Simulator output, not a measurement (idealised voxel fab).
Presented below is a process module, voxel capacitor over wiring.
Section shown: cut. Width: 190 nm. Cell size: 5 nm, square.
A cross-section is a grid of square cells, given in bands from the top down. A band is one or more rows of cells.
Band entry format. Leading values: height of top, height of bottom, nm. Remainder: materials in left-to-right order, each with its width in nm. Special words: "full width" on a single material, which then fills the band edge to edge; "empty", empty space.
Heads up on the height convention: 0 is the point under which the incoming wafer is all one material, and the lowest band has no bottom, it just keeps going down, like "0 down".
Width "30->40": first value at the band's top row of cells, second value at its bottom row, equal change from row to row.
The designation "no modifications", where it is given for a processing step, indicates that no cell of the cross-section was altered in the course of that step.
Basically, "Closed void catalog" tells you about the enclosed voids: empty spaces with no open way to the top, 8 cells or bigger, each written width x height at distance, where distance is from the left edge, all in nm.
On a step's line, text after the settings is the simulator commenting on that step.
On any step carrying a mask, the "overlay nm" setting, if present on the step's line, tells how far right of its planned place the mask lay; negative values point to the left.
## Intended process steps
1) RECEIVE, material Si
2) CONFORMAL_DEP, material SiO2, thk nm 15
3) CONFORMAL_DEP, material SiCN, thk nm 5
4) DIRECTIONAL_DEP, material lowk, thk nm 20
5) PATTERN, tone open, mask id METAL_1, material resist, width nm 30, pitch nm 95, thk nm 15, overlay nm 0
6) DIRECTIONAL_ETCH, etch materials lowk, depth nm 20
7) DIRECTIONAL_ETCH, etch materials SiCN, depth nm 5
8) STRIP, etch materials resist
9) CONFORMAL_DEP, material TiN, thk nm 5
10) FILL_DEP, material Ru, thk nm 5
11) CMP, height nm 40
12) EPI, material Ru, thk nm 5
13) FILL_DEP, material SiCN, thk nm 5
14) DIRECTIONAL_DEP, material SiO2, thk nm 10
15) PATTERN, tone open, mask id PLUG_1, material resist, width nm 15, thk nm 15, overlay nm 0
16) DIRECTIONAL_ETCH, etch materials SiO2, depth nm 10
17) DIRECTIONAL_ETCH, etch materials SiCN, depth nm 5
18) STRIP, etch materials resist
19) EPI, material Ru, thk nm 10
20) EPI, material Ru, thk nm 5
21) DIRECTIONAL_DEP, material TiN, thk nm 10
22) DIRECTIONAL_DEP, material HfO2, thk nm 5
23) DIRECTIONAL_DEP, material TiN, thk nm 5
24) PATTERN, tone cover, mask id UPPER_PLATE, material resist, width nm 70, thk nm 15, overlay nm 0
25) DIRECTIONAL_ETCH, etch materials TiN, depth nm 5
26) DIRECTIONAL_ETCH, etch materials HfO2, depth nm 5
27) STRIP, etch materials resist
28) MASKED_ETCH, tone cover, mask id LOWER_PLATE, width nm 80, etch materials TiN, depth nm 10, overlay nm 0
29) FILL_DEP, material SiO2, thk nm 15
30) CMP, height nm 90
31) DIRECTIONAL_DEP, material aC, thk nm 15
32) PATTERN, tone open, mask id PLUG_2, material resist, width nm 15, thk nm 35, overlay nm 0
33) DIRECTIONAL_ETCH, etch materials aC, depth nm 15
34) STRIP, etch materials resist
35) DIRECTIONAL_ETCH, etch materials SiO2, depth nm 10
36) STRIP, etch materials aC
37) CONFORMAL_DEP, material TiN, thk nm 5
38) FILL_DEP, material Ru, thk nm 5
39) CMP, height nm 90
40) CONFORMAL_DEP, material SiCN, thk nm 5
## Account of the first of two wafers, which was processed as intended
## as received, after step 1
  0 down = Si full width
  Closed void catalog: none
## Step 2 done - wafer cross-section
  15 to 0 = SiO2 full width
  Nothing below the height 0 has changed.
## Step 3 done - wafer cross-section
  20 to 15 = SiCN full width
  Nothing below the height 15 has changed.
## Step 4 done - wafer cross-section
  40 to 20 = lowk full width
  Nothing below the height 20 has changed.
## Step 5 done - wafer cross-section
  55 to 40 = 30 of resist | 30 of empty | 65 of resist | 30 of empty | 35 of resist
  Nothing below the height 40 has changed.
## Step 6 done - wafer cross-section
  55 to 40 = 30 of resist | 30 of empty | 65 of resist | 30 of empty | 35 of resist
  40 to 20 = 30 of lowk | 30 of empty | 65 of lowk | 30 of empty | 35 of lowk
  Nothing below the height 20 has changed.
## Step 7 done - wafer cross-section
  55 to 40 = 30 of resist | 30 of empty | 65 of resist | 30 of empty | 35 of resist
  40 to 20 = 30 of lowk | 30 of empty | 65 of lowk | 30 of empty | 35 of lowk
  20 to 15 = 30 of SiCN | 30 of empty | 65 of SiCN | 30 of empty | 35 of SiCN
  Nothing below the height 15 has changed.
## Step 8 done - wafer cross-section
  40 to 20 = 30 of lowk | 30 of empty | 65 of lowk | 30 of empty | 35 of lowk
  Nothing below the height 20 has changed.
## Step 9 done - wafer cross-section
  45 to 40 = 35 of TiN | 20 of empty | 75 of TiN | 20 of empty | 40 of TiN
  40 to 20 = 30 of lowk | 5 of TiN | 20 of empty | 5 of TiN | 65 of lowk | 5 of TiN | 20 of empty | 5 of TiN | 35 of lowk
  20 to 15 = 30 of SiCN | 30 of TiN | 65 of SiCN | 30 of TiN | 35 of SiCN
  Nothing below the height 15 has changed.
## Step 10 done - wafer cross-section
  50 to 45 = Ru full width
  45 to 40 = 35 of TiN | 20 of Ru | 75 of TiN | 20 of Ru | 40 of TiN
  40 to 20 = 30 of lowk | 5 of TiN | 20 of Ru | 5 of TiN | 65 of lowk | 5 of TiN | 20 of Ru | 5 of TiN | 35 of lowk
  Nothing below the height 20 has changed.
## Step 11 done - wafer cross-section
  40 to 20 = 30 of lowk | 5 of TiN | 20 of Ru | 5 of TiN | 65 of lowk | 5 of TiN | 20 of Ru | 5 of TiN | 35 of lowk
  Nothing below the height 20 has changed.
## Step 12 done - wafer cross-section
  45 to 40 = 25 of empty | 40 of Ru | 55 of empty | 40 of Ru | 30 of empty
  Nothing below the height 40 has changed.
## Step 13 done - wafer cross-section
  50 to 45 = SiCN full width
  45 to 40 = 25 of SiCN | 40 of Ru | 55 of SiCN | 40 of Ru | 30 of SiCN
  Nothing below the height 40 has changed.
## Step 14 done - wafer cross-section
  60 to 50 = SiO2 full width
  Nothing below the height 50 has changed.
## Step 15 done - wafer cross-section
  75 to 60 = 45 of resist | 15 of empty | 130 of resist
  Nothing below the height 60 has changed.
## Step 16 done - wafer cross-section
  75 to 60 = 45 of resist | 15 of empty | 130 of resist
  60 to 50 = 45 of SiO2 | 15 of empty | 130 of SiO2
  Nothing below the height 50 has changed.
## Step 17 done - wafer cross-section
  75 to 60 = 45 of resist | 15 of empty | 130 of resist
  60 to 50 = 45 of SiO2 | 15 of empty | 130 of SiO2
  50 to 45 = 45 of SiCN | 15 of empty | 130 of SiCN
  Nothing below the height 45 has changed.
## Step 18 done - wafer cross-section
  60 to 50 = 45 of SiO2 | 15 of empty | 130 of SiO2
  Nothing below the height 50 has changed.
## Step 19 done - wafer cross-section
  60 to 55 = 45 of SiO2 | 15 of empty | 130 of SiO2
  55 to 50 = 45 of SiO2 | 15 of Ru | 130 of SiO2
  50 to 45 = 45 of SiCN | 15 of Ru | 130 of SiCN
  Nothing below the height 45 has changed.
## Step 20 done - wafer cross-section
  60 to 50 = 45 of SiO2 | 15 of Ru | 130 of SiO2
  Nothing below the height 50 has changed.
## Step 21 done - wafer cross-section
  70 to 60 = TiN full width
  Nothing below the height 60 has changed.
## Step 22 done - wafer cross-section
  75 to 70 = HfO2 full width
  Nothing below the height 70 has changed.
## Step 23 done - wafer cross-section
  80 to 75 = TiN full width
  Nothing below the height 75 has changed.
## Step 24 done - wafer cross-section
  95 to 80 = 45 of empty | 70 of resist | 75 of empty
  Nothing below the height 80 has changed.
## Step 25 done - wafer cross-section
  95 to 80 = 45 of empty | 70 of resist | 75 of empty
  80 to 75 = 45 of empty | 70 of TiN | 75 of empty
  Nothing below the height 75 has changed.
## Step 26 done - wafer cross-section
  95 to 80 = 45 of empty | 70 of resist | 75 of empty
  80 to 75 = 45 of empty | 70 of TiN | 75 of empty
  75 to 70 = 45 of empty | 70 of HfO2 | 75 of empty
  Nothing below the height 70 has changed.
## Step 27 done - wafer cross-section
  80 to 75 = 45 of empty | 70 of TiN | 75 of empty
  Nothing below the height 75 has changed.
## Step 28 done - wafer cross-section
  80 to 75 = 45 of empty | 70 of TiN | 75 of empty
  75 to 70 = 45 of empty | 70 of HfO2 | 75 of empty
  70 to 60 = 40 of empty | 80 of TiN | 70 of empty
  Nothing below the height 60 has changed.
## Step 29 done - wafer cross-section
  95 to 80 = SiO2 full width
  80 to 75 = 45 of SiO2 | 70 of TiN | 75 of SiO2
  75 to 70 = 45 of SiO2 | 70 of HfO2 | 75 of SiO2
  70 to 60 = 40 of SiO2 | 80 of TiN | 70 of SiO2
  Nothing below the height 60 has changed.
## Step 30 done - wafer cross-section
  90 to 80 = SiO2 full width
  Nothing below the height 80 has changed.
## Step 31 done - wafer cross-section
  105 to 90 = aC full width
  Nothing below the height 90 has changed.
## Step 32 done - wafer cross-section
  140 to 105 = 55 of resist | 15 of empty | 120 of resist
  Nothing below the height 105 has changed.
## Step 33 done - wafer cross-section
  125 to 105 = 55 of resist | 15 of empty | 120 of resist
  105 to 90 = 55 of aC | 15 of empty | 120 of aC
  Nothing below the height 90 has changed.
## Step 34 done - wafer cross-section
  105 to 90 = 55 of aC | 15 of empty | 120 of aC
  Nothing below the height 90 has changed.
## Step 35 done - wafer cross-section
  105 to 90 = 55 of aC | 15 of empty | 120 of aC
  90 to 80 = 55 of SiO2 | 15 of empty | 120 of SiO2
  Nothing below the height 80 has changed.
## Step 36 done - wafer cross-section
  90 to 80 = 55 of SiO2 | 15 of empty | 120 of SiO2
  Nothing below the height 80 has changed.
## Step 37 done - wafer cross-section
  95 to 90 = 60 of TiN | 5 of empty | 125 of TiN
  90 to 85 = 55 of SiO2 | 5 of TiN | 5 of empty | 5 of TiN | 120 of SiO2
  85 to 75 = 55->45 of SiO2 | 15->70 of TiN | 120->75 of SiO2
  Nothing below the height 75 has changed.
## Step 38 done - wafer cross-section
  100 to 95 = Ru full width
  95 to 90 = 60 of TiN | 5 of Ru | 125 of TiN
  90 to 85 = 55 of SiO2 | 5 of TiN | 5 of Ru | 5 of TiN | 120 of SiO2
  Nothing below the height 85 has changed.
## Step 39 done - wafer cross-section
  90 to 85 = 55 of SiO2 | 5 of TiN | 5 of Ru | 5 of TiN | 120 of SiO2
  Nothing below the height 85 has changed.
## Step 40 done - wafer cross-section
  95 to 90 = SiCN full width
  Nothing below the height 90 has changed.
## For the second wafer, take the first wafer's start and plan, then add one mistake made in running it; everything through step 18, that step included, is shared with the first
## Second wafer, sectioned view, at step 19's planned end time
  65 to 60 = 40 of empty | 25 of Ru | 125 of empty
  60 to 50 = 45 of SiO2 | 15 of Ru | 130 of SiO2
  50 to 45 = 45 of SiCN | 15 of Ru | 130 of SiCN
  Nothing below the height 45 has changed.
## Second wafer, sectioned view, at step 20's planned end time
  70 to 60 = 35 of empty | 35 of Ru | 120 of empty
  Nothing below the height 60 has changed.
## Second wafer, sectioned view, at step 21's planned end time
  80 to 70 = 35 of empty | 35 of TiN | 120 of empty
  70 to 60 = 35 of TiN | 35 of Ru | 120 of TiN
  Nothing below the height 60 has changed.
## Second wafer, sectioned view, at step 22's planned end time
  85 to 80 = 35 of empty | 35 of HfO2 | 120 of empty
  80 to 75 = 35 of empty | 35 of TiN | 120 of empty
  75 to 70 = 35 of HfO2 | 35 of TiN | 120 of HfO2
  Nothing below the height 70 has changed.
## Second wafer, sectioned view, at step 23's planned end time
  90 to 85 = 35 of empty | 35 of TiN | 120 of empty
  85 to 80 = 35 of empty | 35 of HfO2 | 120 of empty
  80 to 75 = TiN full width
  Nothing below the height 75 has changed.
## Second wafer, sectioned view, at step 24's planned end time
  105 to 90 = 45 of empty | 70 of resist | 75 of empty
  90 to 85 = 35 of empty | 35 of TiN | 45 of resist | 75 of empty
  85 to 80 = 35 of empty | 35 of HfO2 | 45 of resist | 75 of empty
  Nothing below the height 80 has changed.
## Second wafer, sectioned view, at step 25's planned end time
  105 to 90 = 45 of empty | 70 of resist | 75 of empty
  90 to 85 = 45 of empty | 25 of TiN | 45 of resist | 75 of empty
  85 to 80 = 35 of empty | 35 of HfO2 | 45 of resist | 75 of empty
  80 to 75 = 35 of empty | 80 of TiN | 75 of empty
  Nothing below the height 75 has changed.
## Second wafer, sectioned view, at step 26's planned end time
  105 to 90 = 45 of empty | 70 of resist | 75 of empty
  90 to 85 = 45 of empty | 25 of TiN | 45 of resist | 75 of empty
  85 to 80 = 45 of empty | 25 of HfO2 | 45 of resist | 75 of empty
  80 to 75 = 35 of empty | 80 of TiN | 75 of empty
  75 to 70 = 35 of empty | 35 of TiN | 45 of HfO2 | 75 of empty
  Nothing below the height 70 has changed.
## Second wafer, sectioned view, at step 27's planned end time
  90 to 85 = 45 of empty | 25 of TiN | 120 of empty
  85 to 80 = 45 of empty | 25 of HfO2 | 120 of empty
  Nothing below the height 80 has changed.
## Second wafer, sectioned view, at step 28's planned end time
  90 to 85 = 45 of empty | 25 of TiN | 120 of empty
  85 to 80 = 45 of empty | 25 of HfO2 | 120 of empty
  80 to 75 = 40 of empty | 75 of TiN | 75 of empty
  75 to 70 = 40 of empty | 30 of TiN | 45 of HfO2 | 75 of empty
  70 to 60 = 35 of empty | 35 of Ru | 50 of TiN | 70 of empty
  Nothing below the height 60 has changed.
## Second wafer, sectioned view, at step 29's planned end time
  105 to 90 = SiO2 full width
  90 to 85 = 45 of SiO2 | 25 of TiN | 120 of SiO2
  85 to 80 = 45 of SiO2 | 25 of HfO2 | 120 of SiO2
  80 to 75 = 40 of SiO2 | 75 of TiN | 75 of SiO2
  75 to 70 = 40 of SiO2 | 30 of TiN | 45 of HfO2 | 75 of SiO2
  70 to 60 = 35 of SiO2 | 35 of Ru | 50 of TiN | 70 of SiO2
  Nothing below the height 60 has changed.
## Second wafer, sectioned view, at step 30's planned end time
  90 to 85 = 45 of SiO2 | 25 of TiN | 120 of SiO2
  Nothing below the height 85 has changed.
## Second wafer, sectioned view, at step 31's planned end time
  105 to 90 = aC full width
  Nothing below the height 90 has changed.
## Second wafer, sectioned view, at step 32's planned end time
  140 to 105 = 55 of resist | 15 of empty | 120 of resist
  Nothing below the height 105 has changed.
## Second wafer, sectioned view, at step 33's planned end time
  125 to 105 = 55 of resist | 15 of empty | 120 of resist
  105 to 90 = 55 of aC | 15 of empty | 120 of aC
  Nothing below the height 90 has changed.
## Second wafer, sectioned view, at step 34's planned end time
  105 to 90 = 55 of aC | 15 of empty | 120 of aC
  Nothing below the height 90 has changed.
Second wafer, sectioned view, at step 35's planned end time: no modifications
## Second wafer, sectioned view, at step 36's planned end time
  90 to 85 = 45 of SiO2 | 25 of TiN | 120 of SiO2
  Nothing below the height 85 has changed.
## Second wafer, sectioned view, at step 37's planned end time
  95 to 90 = TiN full width
  Nothing below the height 90 has changed.
## Second wafer, sectioned view, at step 38's planned end time
  100 to 95 = Ru full width
  Nothing below the height 95 has changed.
## Second wafer, sectioned view, at step 39's planned end time
  90 to 85 = 45 of SiO2 | 25 of TiN | 120 of SiO2
  Nothing below the height 85 has changed.
## Second wafer, sectioned view, at step 40's planned end time
  95 to 90 = SiCN full width
  Nothing below the height 90 has changed.
Run error: heads up, step 19 of the plan got done twice
Once processing is complete, comparing cell counts shows that the second wafer has more or fewer of certain materials than the first: Ru: 13 more | SiO2: 8 fewer | TiN: 5 fewer
